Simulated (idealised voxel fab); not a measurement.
Proc. module: voxel self aligned vias
cross-section cut | 210 nm wide | cells 5 nm
A cross-section is written here as square cells arranged in a grid, and it is given in bands from the top down, each band taking up one or more rows of cells.
Look at the band entry: it leads with the top's height and the bottom's height in nm. Then it lists the materials left to right, with a width in nm for each. The word "all across" on a single material says that material fills the band edge to edge. The word "air" is empty space.
The level at which height equals 0 is the one under which the wafer, as it arrives, is entirely one material. No lower edge exists for the bottom band, which continues downward and is notated as in "0 down".
A width such as "30..40" changes by the same amount from each row of cells to the next, from the band's top row to its bottom row.
Step marked "no change occurred"? Then no cell in the cross-section changed in it.
For the entry "Enclosed empty spaces", the listed items are empty spaces with no open way to the top whose size is 8 cells or more; each item follows the pattern width x height at distance, where distance is from the left edge and all three are in nm.
Read whatever lies past the settings on a step's line as the simulator's own remark about the step.
For masked steps, "overlay nm" on the step line gives how far right of plan the mask actually lay; a minus sign means it lay to the left.
## Planned step list for the process
1) RECEIVE, material Si
2) CONFORMAL_DEP, material SiO2, thk nm 10
3) CONFORMAL_DEP, material SiCN, thk nm 5
4) DIRECTIONAL_DEP, material SiO2, thk nm 30
5) DIRECTIONAL_DEP, material aC, thk nm 10
6) PATTERN, tone open, mask id LINES, material resist, width nm 25, pitch nm 55, thk nm 25, overlay nm 0
7) DIRECTIONAL_ETCH, etch materials aC, depth nm 10
8) STRIP, etch materials resist
9) DIRECTIONAL_ETCH, etch materials SiO2, depth nm 30
10) STRIP, etch materials aC
11) CONFORMAL_DEP, material TiN, thk nm 5
12) FILL_DEP, material Ru, thk nm 5
13) CMP, height nm 45
14) SELECTIVE_ETCH, etch materials W Ru TiN, depth nm 10
15) FILL_DEP, material SiN, thk nm 5
16) CMP, height nm 45
17) DIRECTIONAL_DEP, material SiO2, thk nm 15
18) PATTERN, tone open, mask id VIAS, material resist, width nm 35, thk nm 15, overlay nm 0
19) DIRECTIONAL_ETCH, etch materials SiO2, depth nm 15
20) DIRECTIONAL_ETCH, etch materials SiN, depth nm 10
21) STRIP, etch materials resist
22) CONFORMAL_DEP, material TiN, thk nm 5
23) FILL_DEP, material W, thk nm 10
24) CMP, height nm 60
25) CONFORMAL_DEP, material SiN, thk nm 5
## Account of the first of two wafers, which was processed as intended
## Cross-section: wafer on arrival = after step 1
- 0 down = Si all across
- Enclosed empty spaces: none
## Cross-sectional representation of the wafer at the conclusion of step 2
- 10 to 0 = SiO2 all across
- Lower than 0, everything is as it was.
## Cross-sectional representation of the wafer at the conclusion of step 3
- 15 to 10 = SiCN all across
- Lower than 10, everything is as it was.
## Cross-sectional representation of the wafer at the conclusion of step 4
- 45 to 15 = SiO2 all across
- Lower than 15, everything is as it was.
## Cross-sectional representation of the wafer at the conclusion of step 5
- 55 to 45 = aC all across
- Lower than 45, everything is as it was.
## Cross-sectional representation of the wafer at the conclusion of step 6
- 80 to 55 = resist (65) / air (25) / resist (30) / air (25) / resist (65)
- Lower than 55, everything is as it was.
## Cross-sectional representation of the wafer at the conclusion of step 7
- 70 to 55 = resist (65) / air (25) / resist (30) / air (25) / resist (65)
- 55 to 45 = aC (65) / air (25) / aC (30) / air (25) / aC (65)
- Lower than 45, everything is as it was.
## Cross-sectional representation of the wafer at the conclusion of step 8
- 55 to 45 = aC (65) / air (25) / aC (30) / air (25) / aC (65)
- Lower than 45, everything is as it was.
## Cross-sectional representation of the wafer at the conclusion of step 9
- 55 to 45 = aC (65) / air (25) / aC (30) / air (25) / aC (65)
- 45 to 15 = SiO2 (65) / air (25) / SiO2 (30) / air (25) / SiO2 (65)
- Lower than 15, everything is as it was.
## Cross-sectional representation of the wafer at the conclusion of step 10
- 45 to 15 = SiO2 (65) / air (25) / SiO2 (30) / air (25) / SiO2 (65)
- Lower than 15, everything is as it was.
## Cross-sectional representation of the wafer at the conclusion of step 11
- 50 to 45 = TiN (70) / air (15) / TiN (40) / air (15) / TiN (70)
- 45 to 20 = SiO2 (65) / TiN (5) / air (15) / TiN (5) / SiO2 (30) / TiN (5) / air (15) / TiN (5) / SiO2 (65)
- 20 to 15 = SiO2 (65) / TiN (25) / SiO2 (30) / TiN (25) / SiO2 (65)
- Lower than 15, everything is as it was.
## Cross-sectional representation of the wafer at the conclusion of step 12
- 55 to 50 = Ru all across
- 50 to 45 = TiN (70) / Ru (15) / TiN (40) / Ru (15) / TiN (70)
- 45 to 20 = SiO2 (65) / TiN (5) / Ru (15) / TiN (5) / SiO2 (30) / TiN (5) / Ru (15) / TiN (5) / SiO2 (65)
- Lower than 20, everything is as it was.
## Cross-sectional representation of the wafer at the conclusion of step 13
- 45 to 20 = SiO2 (65) / TiN (5) / Ru (15) / TiN (5) / SiO2 (30) / TiN (5) / Ru (15) / TiN (5) / SiO2 (65)
- Lower than 20, everything is as it was.
## Cross-sectional representation of the wafer at the conclusion of step 14
- 45 to 35 = SiO2 (65) / air (25) / SiO2 (30) / air (25) / SiO2 (65)
- Lower than 35, everything is as it was.
## Cross-sectional representation of the wafer at the conclusion of step 15
- 50 to 45 = SiN all across
- 45 to 35 = SiO2 (65) / SiN (25) / SiO2 (30) / SiN (25) / SiO2 (65)
- Lower than 35, everything is as it was.
## Cross-sectional representation of the wafer at the conclusion of step 16
- 45 to 35 = SiO2 (65) / SiN (25) / SiO2 (30) / SiN (25) / SiO2 (65)
- Lower than 35, everything is as it was.
## Cross-sectional representation of the wafer at the conclusion of step 17
- 60 to 45 = SiO2 all across
- Lower than 45, everything is as it was.
## Cross-sectional representation of the wafer at the conclusion of step 18
- 75 to 60 = resist (60) / air (35) / resist (115)
- Lower than 60, everything is as it was.
## Cross-sectional representation of the wafer at the conclusion of step 19
- 75 to 60 = resist (60) / air (35) / resist (115)
- 60 to 45 = SiO2 (60) / air (35) / SiO2 (115)
- Lower than 45, everything is as it was.
## Cross-sectional representation of the wafer at the conclusion of step 20
- 75 to 60 = resist (60) / air (35) / resist (115)
- 60 to 45 = SiO2 (60) / air (35) / SiO2 (115)
- 45 to 35 = SiO2 (65) / air (25) / SiO2 (30) / SiN (25) / SiO2 (65)
- Lower than 35, everything is as it was.
## Cross-sectional representation of the wafer at the conclusion of step 21
- 60 to 45 = SiO2 (60) / air (35) / SiO2 (115)
- Lower than 45, everything is as it was.
## Cross-sectional representation of the wafer at the conclusion of step 22
- 65 to 60 = TiN (65) / air (25) / TiN (120)
- 60 to 50 = SiO2 (60) / TiN (5) / air (25) / TiN (5) / SiO2 (115)
- 50 to 45 = SiO2 (60) / TiN (10) / air (15) / TiN (10) / SiO2 (115)
- 45 to 40 = SiO2 (65) / TiN (5) / air (15) / TiN (5) / SiO2 (30) / SiN (25) / SiO2 (65)
- 40 to 35 = SiO2 (65) / TiN (25) / SiO2 (30) / SiN (25) / SiO2 (65)
- Lower than 35, everything is as it was.
## Cross-sectional representation of the wafer at the conclusion of step 23
- 75 to 65 = W all across
- 65 to 60 = TiN (65) / W (25) / TiN (120)
- 60 to 50 = SiO2 (60) / TiN (5) / W (25) / TiN (5) / SiO2 (115)
- 50 to 45 = SiO2 (60) / TiN (10) / W (15) / TiN (10) / SiO2 (115)
- 45 to 40 = SiO2 (65) / TiN (5) / W (15) / TiN (5) / SiO2 (30) / SiN (25) / SiO2 (65)
- Lower than 40, everything is as it was.
## Cross-sectional representation of the wafer at the conclusion of step 24
- 60 to 50 = SiO2 (60) / TiN (5) / W (25) / TiN (5) / SiO2 (115)
- Lower than 50, everything is as it was.
## Cross-sectional representation of the wafer at the conclusion of step 25
- 65 to 60 = SiN all across
- Lower than 60, everything is as it was.
## What follows concerns the second wafer, which started out like the first and was meant to follow the very same plan; one mistake crept in when it was run, but everything up to and including step 24 is the same as for the first wafer
## The second wafer cut through, at the time step 25 was supposed to be finished
- 65 to 60 = SiCN all across
- Lower than 60, everything is as it was.
Diagnosis: it should be noted that step 25 was executed with settings other than those planned, the operation and settings actually applied being CONFORMAL_DEP, material SiCN, thk nm 5
FYI, end of process, the second wafer has more or fewer cells of some materials than the first: +42 SiCN; -42 SiN
